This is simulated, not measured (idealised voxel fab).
Module name: voxel wiring stack (process module)
This is section cut - it's 255 nm across, gridded in 5 nm square cells.
Reading order for cross-sections: top band down to bottom band. Underlying form: a grid of square cells. Band size: one or more rows of cells. Within each band entry, the heights of the top and of the bottom of the band appear first, in that order and in nm; the materials of the band then follow from left to right, each with its corresponding width in nm. The designation "throughout" on a single material indicates that it fills the band from edge to edge; the designation "blank" indicates empty space. All heights in this document are referenced to 0, defined as the level beneath which the wafer, as received, consists entirely of one material. The lowest band is not bounded below; it extends indefinitely downward and is written in the form "z 0 and below". The expression "30..40" gives the width at the extremes of the band, the first number at its top row of cells and the second at its bottom row, with the width changing by equal amounts from each row to the next in between. Take "no alteration" at face value: in the step it is given for, the cross-section changed in none of its cells. Any empty space of 8 cells or more lacking an open way to the top shows up in "Closed void register" as width x height at distance, distance from the left edge, in nm. On each step's line, the part that comes after the settings is the simulator's own comment on the step. overlay nm: mask offset rightward from planned place, masked step; negative means leftward offset.
So here's the lineup of process steps we planned
step 1: RECEIVE | material Si
step 2: CONFORMAL_DEP | material SiO2 | thk nm 15
step 3: CONFORMAL_DEP | material SiN | thk nm 5
step 4: DIRECTIONAL_DEP | material lowk | thk nm 25
step 5: MASKED_ETCH | tone open | mask id METAL_1 | width nm 30 | pitch nm 50 | etch materials lowk | depth nm 25 | overlay nm 0
step 6: MASKED_ETCH | tone open | mask id METAL_1 | width nm 30 | pitch nm 50 | etch materials SiN | depth nm 5 | overlay nm 0
step 7: CONFORMAL_DEP | material TiN | thk nm 5
step 8: FILL_DEP | material Cu | thk nm 10
step 9: CMP | height nm 45
step 10: CONFORMAL_DEP | material SiCN | thk nm 5
step 11: DIRECTIONAL_DEP | material SiO2 | thk nm 25
step 12: MASKED_ETCH | tone open | mask id METAL_2_HOLES | width nm 15 | pitch nm 50 | etch materials SiO2 | depth nm 25 | overlay nm 0
step 13: MASKED_ETCH | tone open | mask id METAL_2 | width nm 30 | pitch nm 50 | etch materials SiO2 | depth nm 15 | overlay nm 0
step 14: MASKED_ETCH | tone open | mask id METAL_2 | width nm 30 | pitch nm 50 | etch materials SiCN | depth nm 5 | overlay nm 0
step 15: CONFORMAL_DEP | material TiN | thk nm 5
step 16: FILL_DEP | material Cu | thk nm 10
step 17: CMP | height nm 75
step 18: CONFORMAL_DEP | material SiCN | thk nm 5
step 19: DIRECTIONAL_DEP | material lowk | thk nm 30
step 20: MASKED_ETCH | tone open | mask id METAL_3 | width nm 30 | pitch nm 50 | etch materials lowk | depth nm 15 | overlay nm 0
step 21: MASKED_ETCH | tone open | mask id METAL_3_HOLES | width nm 15 | pitch nm 50 | etch materials lowk | depth nm 15 | overlay nm 0
step 22: MASKED_ETCH | tone open | mask id METAL_3_HOLES | width nm 15 | pitch nm 50 | etch materials SiCN | depth nm 5 | overlay nm 0
step 23: CONFORMAL_DEP | material TiN | thk nm 5
step 24: FILL_DEP | material Cu | thk nm 5
step 25: CMP | height nm 110
step 26: CONFORMAL_DEP | material SiN | thk nm 5
Concerning the first of two wafers, which was run in accordance with the plan
Cross-section of the incoming wafer, state after step 1
z 0 and below = Si throughout
Closed void register: none
Cross-section of the wafer subsequent to step 2
z 15 to 0 = SiO2 throughout
Nothing below the height 0 has changed.
Cross-section of the wafer subsequent to step 3
z 20 to 15 = SiN throughout
Nothing below the height 15 has changed.
Cross-section of the wafer subsequent to step 4
z 45 to 20 = lowk throughout
Nothing below the height 20 has changed.
Cross-section of the wafer subsequent to step 5
z 45 to 20 = lowk 35 nm / blank 30 nm / lowk 20 nm / blank 30 nm / lowk 20 nm / blank 30 nm / lowk 20 nm / blank 30 nm / lowk 40 nm
Nothing below the height 20 has changed.
Cross-section of the wafer subsequent to step 6
z 45 to 20 = lowk 35 nm / blank 30 nm / lowk 20 nm / blank 30 nm / lowk 20 nm / blank 30 nm / lowk 20 nm / blank 30 nm / lowk 40 nm
z 20 to 15 = SiN 35 nm / blank 30 nm / SiN 20 nm / blank 30 nm / SiN 20 nm / blank 30 nm / SiN 20 nm / blank 30 nm / SiN 40 nm
Nothing below the height 15 has changed.
Cross-section of the wafer subsequent to step 7
z 50 to 45 = TiN 40 nm / blank 20 nm / TiN 30 nm / blank 20 nm / TiN 30 nm / blank 20 nm / TiN 30 nm / blank 20 nm / TiN 45 nm
z 45 to 20 = lowk 35 nm / TiN 5 nm / blank 20 nm / TiN 5 nm / lowk 20 nm / TiN 5 nm / blank 20 nm / TiN 5 nm / lowk 20 nm / TiN 5 nm / blank 20 nm / TiN 5 nm / lowk 20 nm / TiN 5 nm / blank 20 nm / TiN 5 nm / lowk 40 nm
z 20 to 15 = SiN 35 nm / TiN 30 nm / SiN 20 nm / TiN 30 nm / SiN 20 nm / TiN 30 nm / SiN 20 nm / TiN 30 nm / SiN 40 nm
Nothing below the height 15 has changed.
Cross-section of the wafer subsequent to step 8
z 60 to 50 = Cu throughout
z 50 to 45 = TiN 40 nm / Cu 20 nm / TiN 30 nm / Cu 20 nm / TiN 30 nm / Cu 20 nm / TiN 30 nm / Cu 20 nm / TiN 45 nm
z 45 to 20 = lowk 35 nm / TiN 5 nm / Cu 20 nm / TiN 5 nm / lowk 20 nm / TiN 5 nm / Cu 20 nm / TiN 5 nm / lowk 20 nm / TiN 5 nm / Cu 20 nm / TiN 5 nm / lowk 20 nm / TiN 5 nm / Cu 20 nm / TiN 5 nm / lowk 40 nm
Nothing below the height 20 has changed.
Cross-section of the wafer subsequent to step 9
z 45 to 20 = lowk 35 nm / TiN 5 nm / Cu 20 nm / TiN 5 nm / lowk 20 nm / TiN 5 nm / Cu 20 nm / TiN 5 nm / lowk 20 nm / TiN 5 nm / Cu 20 nm / TiN 5 nm / lowk 20 nm / TiN 5 nm / Cu 20 nm / TiN 5 nm / lowk 40 nm
Nothing below the height 20 has changed.
Cross-section of the wafer subsequent to step 10
z 50 to 45 = SiCN throughout
Nothing below the height 45 has changed.
Cross-section of the wafer subsequent to step 11
z 75 to 50 = SiO2 throughout
Nothing below the height 50 has changed.
Cross-section of the wafer subsequent to step 12
z 75 to 50 = SiO2 35 nm / blank 15 nm / SiO2 35 nm / blank 15 nm / SiO2 35 nm / blank 15 nm / SiO2 35 nm / blank 15 nm / SiO2 55 nm
Nothing below the height 50 has changed.
Cross-section of the wafer subsequent to step 13
z 75 to 60 = SiO2 35 nm / blank 30 nm / SiO2 20 nm / blank 30 nm / SiO2 20 nm / blank 30 nm / SiO2 20 nm / blank 30 nm / SiO2 40 nm
Nothing below the height 60 has changed.
Cross-section of the wafer subsequent to step 14
z 75 to 60 = SiO2 35 nm / blank 30 nm / SiO2 20 nm / blank 30 nm / SiO2 20 nm / blank 30 nm / SiO2 20 nm / blank 30 nm / SiO2 40 nm
z 60 to 50 = SiO2 35 nm / blank 15 nm / SiO2 35 nm / blank 15 nm / SiO2 35 nm / blank 15 nm / SiO2 35 nm / blank 15 nm / SiO2 55 nm
z 50 to 45 = SiCN 35 nm / blank 15 nm / SiCN 35 nm / blank 15 nm / SiCN 35 nm / blank 15 nm / SiCN 35 nm / blank 15 nm / SiCN 55 nm
Nothing below the height 45 has changed.
Cross-section of the wafer subsequent to step 15
z 80 to 75 = TiN 40 nm / blank 20 nm / TiN 30 nm / blank 20 nm / TiN 30 nm / blank 20 nm / TiN 30 nm / blank 20 nm / TiN 45 nm
z 75 to 65 = SiO2 35 nm / TiN 5 nm / blank 20 nm / TiN 5 nm / SiO2 20 nm / TiN 5 nm / blank 20 nm / TiN 5 nm / SiO2 20 nm / TiN 5 nm / blank 20 nm / TiN 5 nm / SiO2 20 nm / TiN 5 nm / blank 20 nm / TiN 5 nm / SiO2 40 nm
z 65 to 60 = SiO2 35 nm / TiN 5 nm / blank 5 nm / TiN 20 nm / SiO2 20 nm / TiN 5 nm / blank 5 nm / TiN 20 nm / SiO2 20 nm / TiN 5 nm / blank 5 nm / TiN 20 nm / SiO2 20 nm / TiN 5 nm / blank 5 nm / TiN 20 nm / SiO2 40 nm
z 60 to 50 = SiO2 35 nm / TiN 5 nm / blank 5 nm / TiN 5 nm / SiO2 35 nm / TiN 5 nm / blank 5 nm / TiN 5 nm / SiO2 35 nm / TiN 5 nm / blank 5 nm / TiN 5 nm / SiO2 35 nm / TiN 5 nm / blank 5 nm / TiN 5 nm / SiO2 55 nm
z 50 to 45 = SiCN 35 nm / TiN 15 nm / SiCN 35 nm / TiN 15 nm / SiCN 35 nm / TiN 15 nm / SiCN 35 nm / TiN 15 nm / SiCN 55 nm
Nothing below the height 45 has changed.
Cross-section of the wafer subsequent to step 16
z 90 to 80 = Cu throughout
z 80 to 75 = TiN 40 nm / Cu 20 nm / TiN 30 nm / Cu 20 nm / TiN 30 nm / Cu 20 nm / TiN 30 nm / Cu 20 nm / TiN 45 nm
z 75 to 65 = SiO2 35 nm / TiN 5 nm / Cu 20 nm / TiN 5 nm / SiO2 20 nm / TiN 5 nm / Cu 20 nm / TiN 5 nm / SiO2 20 nm / TiN 5 nm / Cu 20 nm / TiN 5 nm / SiO2 20 nm / TiN 5 nm / Cu 20 nm / TiN 5 nm / SiO2 40 nm
z 65 to 60 = SiO2 35 nm / TiN 5 nm / Cu 5 nm / TiN 20 nm / SiO2 20 nm / TiN 5 nm / Cu 5 nm / TiN 20 nm / SiO2 20 nm / TiN 5 nm / Cu 5 nm / TiN 20 nm / SiO2 20 nm / TiN 5 nm / Cu 5 nm / TiN 20 nm / SiO2 40 nm
z 60 to 50 = SiO2 35 nm / TiN 5 nm / Cu 5 nm / TiN 5 nm / SiO2 35 nm / TiN 5 nm / Cu 5 nm / TiN 5 nm / SiO2 35 nm / TiN 5 nm / Cu 5 nm / TiN 5 nm / SiO2 35 nm / TiN 5 nm / Cu 5 nm / TiN 5 nm / SiO2 55 nm
Nothing below the height 50 has changed.
Cross-section of the wafer subsequent to step 17
z 75 to 65 = SiO2 35 nm / TiN 5 nm / Cu 20 nm / TiN 5 nm / SiO2 20 nm / TiN 5 nm / Cu 20 nm / TiN 5 nm / SiO2 20 nm / TiN 5 nm / Cu 20 nm / TiN 5 nm / SiO2 20 nm / TiN 5 nm / Cu 20 nm / TiN 5 nm / SiO2 40 nm
Nothing below the height 65 has changed.
Cross-section of the wafer subsequent to step 18
z 80 to 75 = SiCN throughout
Nothing below the height 75 has changed.
Cross-section of the wafer subsequent to step 19
z 110 to 80 = lowk throughout
Nothing below the height 80 has changed.
Cross-section of the wafer subsequent to step 20
z 110 to 95 = lowk 35 nm / blank 30 nm / lowk 20 nm / blank 30 nm / lowk 20 nm / blank 30 nm / lowk 20 nm / blank 30 nm / lowk 40 nm
Nothing below the height 95 has changed.
Cross-section of the wafer subsequent to step 21
z 110 to 95 = lowk 35 nm / blank 30 nm / lowk 20 nm / blank 30 nm / lowk 20 nm / blank 30 nm / lowk 20 nm / blank 30 nm / lowk 40 nm
z 95 to 80 = lowk 35 nm / blank 15 nm / lowk 35 nm / blank 15 nm / lowk 35 nm / blank 15 nm / lowk 35 nm / blank 15 nm / lowk 55 nm
Nothing below the height 80 has changed.
Cross-section of the wafer subsequent to step 22
z 110 to 95 = lowk 35 nm / blank 30 nm / lowk 20 nm / blank 30 nm / lowk 20 nm / blank 30 nm / lowk 20 nm / blank 30 nm / lowk 40 nm
z 95 to 80 = lowk 35 nm / blank 15 nm / lowk 35 nm / blank 15 nm / lowk 35 nm / blank 15 nm / lowk 35 nm / blank 15 nm / lowk 55 nm
z 80 to 75 = SiCN 35 nm / blank 15 nm / SiCN 35 nm / blank 15 nm / SiCN 35 nm / blank 15 nm / SiCN 35 nm / blank 15 nm / SiCN 55 nm
Nothing below the height 75 has changed.
Cross-section of the wafer subsequent to step 23
z 115 to 110 = TiN 40 nm / blank 20 nm / TiN 30 nm / blank 20 nm / TiN 30 nm / blank 20 nm / TiN 30 nm / blank 20 nm / TiN 45 nm
z 110 to 100 = lowk 35 nm / TiN 5 nm / blank 20 nm / TiN 5 nm / lowk 20 nm / TiN 5 nm / blank 20 nm / TiN 5 nm / lowk 20 nm / TiN 5 nm / blank 20 nm / TiN 5 nm / lowk 20 nm / TiN 5 nm / blank 20 nm / TiN 5 nm / lowk 40 nm
z 100 to 95 = lowk 35 nm / TiN 5 nm / blank 5 nm / TiN 20 nm / lowk 20 nm / TiN 5 nm / blank 5 nm / TiN 20 nm / lowk 20 nm / TiN 5 nm / blank 5 nm / TiN 20 nm / lowk 20 nm / TiN 5 nm / blank 5 nm / TiN 20 nm / lowk 40 nm
z 95 to 80 = lowk 35 nm / TiN 5 nm / blank 5 nm / TiN 5 nm / lowk 35 nm / TiN 5 nm / blank 5 nm / TiN 5 nm / lowk 35 nm / TiN 5 nm / blank 5 nm / TiN 5 nm / lowk 35 nm / TiN 5 nm / blank 5 nm / TiN 5 nm / lowk 55 nm
z 80 to 75 = SiCN 35 nm / TiN 15 nm / SiCN 35 nm / TiN 15 nm / SiCN 35 nm / TiN 15 nm / SiCN 35 nm / TiN 15 nm / SiCN 55 nm
Nothing below the height 75 has changed.
Cross-section of the wafer subsequent to step 24
z 120 to 115 = Cu throughout
z 115 to 110 = TiN 40 nm / Cu 20 nm / TiN 30 nm / Cu 20 nm / TiN 30 nm / Cu 20 nm / TiN 30 nm / Cu 20 nm / TiN 45 nm
z 110 to 100 = lowk 35 nm / TiN 5 nm / Cu 20 nm / TiN 5 nm / lowk 20 nm / TiN 5 nm / Cu 20 nm / TiN 5 nm / lowk 20 nm / TiN 5 nm / Cu 20 nm / TiN 5 nm / lowk 20 nm / TiN 5 nm / Cu 20 nm / TiN 5 nm / lowk 40 nm
z 100 to 95 = lowk 35 nm / TiN 5 nm / Cu 5 nm / TiN 20 nm / lowk 20 nm / TiN 5 nm / Cu 5 nm / TiN 20 nm / lowk 20 nm / TiN 5 nm / Cu 5 nm / TiN 20 nm / lowk 20 nm / TiN 5 nm / Cu 5 nm / TiN 20 nm / lowk 40 nm
z 95 to 80 = lowk 35 nm / TiN 5 nm / Cu 5 nm / TiN 5 nm / lowk 35 nm / TiN 5 nm / Cu 5 nm / TiN 5 nm / lowk 35 nm / TiN 5 nm / Cu 5 nm / TiN 5 nm / lowk 35 nm / TiN 5 nm / Cu 5 nm / TiN 5 nm / lowk 55 nm
Nothing below the height 80 has changed.
Cross-section of the wafer subsequent to step 25
z 110 to 100 = lowk 35 nm / TiN 5 nm / Cu 20 nm / TiN 5 nm / lowk 20 nm / TiN 5 nm / Cu 20 nm / TiN 5 nm / lowk 20 nm / TiN 5 nm / Cu 20 nm / TiN 5 nm / lowk 20 nm / TiN 5 nm / Cu 20 nm / TiN 5 nm / lowk 40 nm
Nothing below the height 100 has changed.
Cross-section of the wafer subsequent to step 26
z 115 to 110 = SiN throughout
Nothing below the height 110 has changed.
Wafer two of the pair: same origin, same plan, one error during the run; identical to wafer one up to and including step 1
What the second wafer looks like in cross-section when step 2 should have wrapped up
z 30 to 0 = SiO2 throughout
Nothing below the height 0 has changed.
What the second wafer looks like in cross-section when step 3 should have wrapped up
z 35 to 30 = SiN throughout
Nothing below the height 30 has changed.
What the second wafer looks like in cross-section when step 4 should have wrapped up
z 60 to 35 = lowk throughout
Nothing below the height 35 has changed.
What the second wafer looks like in cross-section when step 5 should have wrapped up
z 60 to 35 = lowk 35 nm / blank 30 nm / lowk 20 nm / blank 30 nm / lowk 20 nm / blank 30 nm / lowk 20 nm / blank 30 nm / lowk 40 nm
Nothing below the height 35 has changed.
What the second wafer looks like in cross-section when step 6 should have wrapped up
z 60 to 35 = lowk 35 nm / blank 30 nm / lowk 20 nm / blank 30 nm / lowk 20 nm / blank 30 nm / lowk 20 nm / blank 30 nm / lowk 40 nm
z 35 to 30 = SiN 35 nm / blank 30 nm / SiN 20 nm / blank 30 nm / SiN 20 nm / blank 30 nm / SiN 20 nm / blank 30 nm / SiN 40 nm
Nothing below the height 30 has changed.
What the second wafer looks like in cross-section when step 7 should have wrapped up
z 65 to 60 = TiN 40 nm / blank 20 nm / TiN 30 nm / blank 20 nm / TiN 30 nm / blank 20 nm / TiN 30 nm / blank 20 nm / TiN 45 nm
z 60 to 35 = lowk 35 nm / TiN 5 nm / blank 20 nm / TiN 5 nm / lowk 20 nm / TiN 5 nm / blank 20 nm / TiN 5 nm / lowk 20 nm / TiN 5 nm / blank 20 nm / TiN 5 nm / lowk 20 nm / TiN 5 nm / blank 20 nm / TiN 5 nm / lowk 40 nm
z 35 to 30 = SiN 35 nm / TiN 30 nm / SiN 20 nm / TiN 30 nm / SiN 20 nm / TiN 30 nm / SiN 20 nm / TiN 30 nm / SiN 40 nm
Nothing below the height 30 has changed.
What the second wafer looks like in cross-section when step 8 should have wrapped up
z 75 to 65 = Cu throughout
z 65 to 60 = TiN 40 nm / Cu 20 nm / TiN 30 nm / Cu 20 nm / TiN 30 nm / Cu 20 nm / TiN 30 nm / Cu 20 nm / TiN 45 nm
z 60 to 35 = lowk 35 nm / TiN 5 nm / Cu 20 nm / TiN 5 nm / lowk 20 nm / TiN 5 nm / Cu 20 nm / TiN 5 nm / lowk 20 nm / TiN 5 nm / Cu 20 nm / TiN 5 nm / lowk 20 nm / TiN 5 nm / Cu 20 nm / TiN 5 nm / lowk 40 nm
Nothing below the height 35 has changed.
What the second wafer looks like in cross-section when step 9 should have wrapped up
z 45 to 35 = lowk 35 nm / TiN 5 nm / Cu 20 nm / TiN 5 nm / lowk 20 nm / TiN 5 nm / Cu 20 nm / TiN 5 nm / lowk 20 nm / TiN 5 nm / Cu 20 nm / TiN 5 nm / lowk 20 nm / TiN 5 nm / Cu 20 nm / TiN 5 nm / lowk 40 nm
Nothing below the height 35 has changed.
What the second wafer looks like in cross-section when step 10 should have wrapped up
z 50 to 45 = SiCN throughout
Nothing below the height 45 has changed.
What the second wafer looks like in cross-section when step 11 should have wrapped up
z 75 to 50 = SiO2 throughout
Nothing below the height 50 has changed.
What the second wafer looks like in cross-section when step 12 should have wrapped up
z 75 to 50 = SiO2 35 nm / blank 15 nm / SiO2 35 nm / blank 15 nm / SiO2 35 nm / blank 15 nm / SiO2 35 nm / blank 15 nm / SiO2 55 nm
Nothing below the height 50 has changed.
What the second wafer looks like in cross-section when step 13 should have wrapped up
z 75 to 60 = SiO2 35 nm / blank 30 nm / SiO2 20 nm / blank 30 nm / SiO2 20 nm / blank 30 nm / SiO2 20 nm / blank 30 nm / SiO2 40 nm
Nothing below the height 60 has changed.
What the second wafer looks like in cross-section when step 14 should have wrapped up
z 75 to 60 = SiO2 35 nm / blank 30 nm / SiO2 20 nm / blank 30 nm / SiO2 20 nm / blank 30 nm / SiO2 20 nm / blank 30 nm / SiO2 40 nm
z 60 to 50 = SiO2 35 nm / blank 15 nm / SiO2 35 nm / blank 15 nm / SiO2 35 nm / blank 15 nm / SiO2 35 nm / blank 15 nm / SiO2 55 nm
z 50 to 45 = SiCN 35 nm / blank 15 nm / SiCN 35 nm / blank 15 nm / SiCN 35 nm / blank 15 nm / SiCN 35 nm / blank 15 nm / SiCN 55 nm
Nothing below the height 45 has changed.
What the second wafer looks like in cross-section when step 15 should have wrapped up
z 80 to 75 = TiN 40 nm / blank 20 nm / TiN 30 nm / blank 20 nm / TiN 30 nm / blank 20 nm / TiN 30 nm / blank 20 nm / TiN 45 nm
z 75 to 65 = SiO2 35 nm / TiN 5 nm / blank 20 nm / TiN 5 nm / SiO2 20 nm / TiN 5 nm / blank 20 nm / TiN 5 nm / SiO2 20 nm / TiN 5 nm / blank 20 nm / TiN 5 nm / SiO2 20 nm / TiN 5 nm / blank 20 nm / TiN 5 nm / SiO2 40 nm
z 65 to 60 = SiO2 35 nm / TiN 5 nm / blank 5 nm / TiN 20 nm / SiO2 20 nm / TiN 5 nm / blank 5 nm / TiN 20 nm / SiO2 20 nm / TiN 5 nm / blank 5 nm / TiN 20 nm / SiO2 20 nm / TiN 5 nm / blank 5 nm / TiN 20 nm / SiO2 40 nm
z 60 to 50 = SiO2 35 nm / TiN 5 nm / blank 5 nm / TiN 5 nm / SiO2 35 nm / TiN 5 nm / blank 5 nm / TiN 5 nm / SiO2 35 nm / TiN 5 nm / blank 5 nm / TiN 5 nm / SiO2 35 nm / TiN 5 nm / blank 5 nm / TiN 5 nm / SiO2 55 nm
z 50 to 45 = SiCN 35 nm / TiN 15 nm / SiCN 35 nm / TiN 15 nm / SiCN 35 nm / TiN 15 nm / SiCN 35 nm / TiN 15 nm / SiCN 55 nm
Nothing below the height 45 has changed.
What the second wafer looks like in cross-section when step 16 should have wrapped up
z 90 to 80 = Cu throughout
z 80 to 75 = TiN 40 nm / Cu 20 nm / TiN 30 nm / Cu 20 nm / TiN 30 nm / Cu 20 nm / TiN 30 nm / Cu 20 nm / TiN 45 nm
z 75 to 65 = SiO2 35 nm / TiN 5 nm / Cu 20 nm / TiN 5 nm / SiO2 20 nm / TiN 5 nm / Cu 20 nm / TiN 5 nm / SiO2 20 nm / TiN 5 nm / Cu 20 nm / TiN 5 nm / SiO2 20 nm / TiN 5 nm / Cu 20 nm / TiN 5 nm / SiO2 40 nm
z 65 to 60 = SiO2 35 nm / TiN 5 nm / Cu 5 nm / TiN 20 nm / SiO2 20 nm / TiN 5 nm / Cu 5 nm / TiN 20 nm / SiO2 20 nm / TiN 5 nm / Cu 5 nm / TiN 20 nm / SiO2 20 nm / TiN 5 nm / Cu 5 nm / TiN 20 nm / SiO2 40 nm
z 60 to 50 = SiO2 35 nm / TiN 5 nm / Cu 5 nm / TiN 5 nm / SiO2 35 nm / TiN 5 nm / Cu 5 nm / TiN 5 nm / SiO2 35 nm / TiN 5 nm / Cu 5 nm / TiN 5 nm / SiO2 35 nm / TiN 5 nm / Cu 5 nm / TiN 5 nm / SiO2 55 nm
Nothing below the height 50 has changed.
What the second wafer looks like in cross-section when step 17 should have wrapped up
z 75 to 65 = SiO2 35 nm / TiN 5 nm / Cu 20 nm / TiN 5 nm / SiO2 20 nm / TiN 5 nm / Cu 20 nm / TiN 5 nm / SiO2 20 nm / TiN 5 nm / Cu 20 nm / TiN 5 nm / SiO2 20 nm / TiN 5 nm / Cu 20 nm / TiN 5 nm / SiO2 40 nm
Nothing below the height 65 has changed.
What the second wafer looks like in cross-section when step 18 should have wrapped up
z 80 to 75 = SiCN throughout
Nothing below the height 75 has changed.
What the second wafer looks like in cross-section when step 19 should have wrapped up
z 110 to 80 = lowk throughout
Nothing below the height 80 has changed.
What the second wafer looks like in cross-section when step 20 should have wrapped up
z 110 to 95 = lowk 35 nm / blank 30 nm / lowk 20 nm / blank 30 nm / lowk 20 nm / blank 30 nm / lowk 20 nm / blank 30 nm / lowk 40 nm
Nothing below the height 95 has changed.
What the second wafer looks like in cross-section when step 21 should have wrapped up
z 110 to 95 = lowk 35 nm / blank 30 nm / lowk 20 nm / blank 30 nm / lowk 20 nm / blank 30 nm / lowk 20 nm / blank 30 nm / lowk 40 nm
z 95 to 80 = lowk 35 nm / blank 15 nm / lowk 35 nm / blank 15 nm / lowk 35 nm / blank 15 nm / lowk 35 nm / blank 15 nm / lowk 55 nm
Nothing below the height 80 has changed.
What the second wafer looks like in cross-section when step 22 should have wrapped up
z 110 to 95 = lowk 35 nm / blank 30 nm / lowk 20 nm / blank 30 nm / lowk 20 nm / blank 30 nm / lowk 20 nm / blank 30 nm / lowk 40 nm
z 95 to 80 = lowk 35 nm / blank 15 nm / lowk 35 nm / blank 15 nm / lowk 35 nm / blank 15 nm / lowk 35 nm / blank 15 nm / lowk 55 nm
z 80 to 75 = SiCN 35 nm / blank 15 nm / SiCN 35 nm / blank 15 nm / SiCN 35 nm / blank 15 nm / SiCN 35 nm / blank 15 nm / SiCN 55 nm
Nothing below the height 75 has changed.
What the second wafer looks like in cross-section when step 23 should have wrapped up
z 115 to 110 = TiN 40 nm / blank 20 nm / TiN 30 nm / blank 20 nm / TiN 30 nm / blank 20 nm / TiN 30 nm / blank 20 nm / TiN 45 nm
z 110 to 100 = lowk 35 nm / TiN 5 nm / blank 20 nm / TiN 5 nm / lowk 20 nm / TiN 5 nm / blank 20 nm / TiN 5 nm / lowk 20 nm / TiN 5 nm / blank 20 nm / TiN 5 nm / lowk 20 nm / TiN 5 nm / blank 20 nm / TiN 5 nm / lowk 40 nm
z 100 to 95 = lowk 35 nm / TiN 5 nm / blank 5 nm / TiN 20 nm / lowk 20 nm / TiN 5 nm / blank 5 nm / TiN 20 nm / lowk 20 nm / TiN 5 nm / blank 5 nm / TiN 20 nm / lowk 20 nm / TiN 5 nm / blank 5 nm / TiN 20 nm / lowk 40 nm
z 95 to 80 = lowk 35 nm / TiN 5 nm / blank 5 nm / TiN 5 nm / lowk 35 nm / TiN 5 nm / blank 5 nm / TiN 5 nm / lowk 35 nm / TiN 5 nm / blank 5 nm / TiN 5 nm / lowk 35 nm / TiN 5 nm / blank 5 nm / TiN 5 nm / lowk 55 nm
z 80 to 75 = SiCN 35 nm / TiN 15 nm / SiCN 35 nm / TiN 15 nm / SiCN 35 nm / TiN 15 nm / SiCN 35 nm / TiN 15 nm / SiCN 55 nm
Nothing below the height 75 has changed.
What the second wafer looks like in cross-section when step 24 should have wrapped up
z 120 to 115 = Cu throughout
z 115 to 110 = TiN 40 nm / Cu 20 nm / TiN 30 nm / Cu 20 nm / TiN 30 nm / Cu 20 nm / TiN 30 nm / Cu 20 nm / TiN 45 nm
z 110 to 100 = lowk 35 nm / TiN 5 nm / Cu 20 nm / TiN 5 nm / lowk 20 nm / TiN 5 nm / Cu 20 nm / TiN 5 nm / lowk 20 nm / TiN 5 nm / Cu 20 nm / TiN 5 nm / lowk 20 nm / TiN 5 nm / Cu 20 nm / TiN 5 nm / lowk 40 nm
z 100 to 95 = lowk 35 nm / TiN 5 nm / Cu 5 nm / TiN 20 nm / lowk 20 nm / TiN 5 nm / Cu 5 nm / TiN 20 nm / lowk 20 nm / TiN 5 nm / Cu 5 nm / TiN 20 nm / lowk 20 nm / TiN 5 nm / Cu 5 nm / TiN 20 nm / lowk 40 nm
z 95 to 80 = lowk 35 nm / TiN 5 nm / Cu 5 nm / TiN 5 nm / lowk 35 nm / TiN 5 nm / Cu 5 nm / TiN 5 nm / lowk 35 nm / TiN 5 nm / Cu 5 nm / TiN 5 nm / lowk 35 nm / TiN 5 nm / Cu 5 nm / TiN 5 nm / lowk 55 nm
Nothing below the height 80 has changed.
What the second wafer looks like in cross-section when step 25 should have wrapped up
z 110 to 100 = lowk 35 nm / TiN 5 nm / Cu 20 nm / TiN 5 nm / lowk 20 nm / TiN 5 nm / Cu 20 nm / TiN 5 nm / lowk 20 nm / TiN 5 nm / Cu 20 nm / TiN 5 nm / lowk 20 nm / TiN 5 nm / Cu 20 nm / TiN 5 nm / lowk 40 nm
Nothing below the height 100 has changed.
What the second wafer looks like in cross-section when step 26 should have wrapped up
z 115 to 110 = SiN throughout
Nothing below the height 110 has changed.
Want to know what went wrong? the plan had its step 2 run twice
Upon completion, the second wafer contains, in terms of cells, a greater or smaller amount of certain materials than the first wafer: 48 fewer of Cu, 153 more of SiO2, 24 fewer of TiN, 81 fewer of lowk
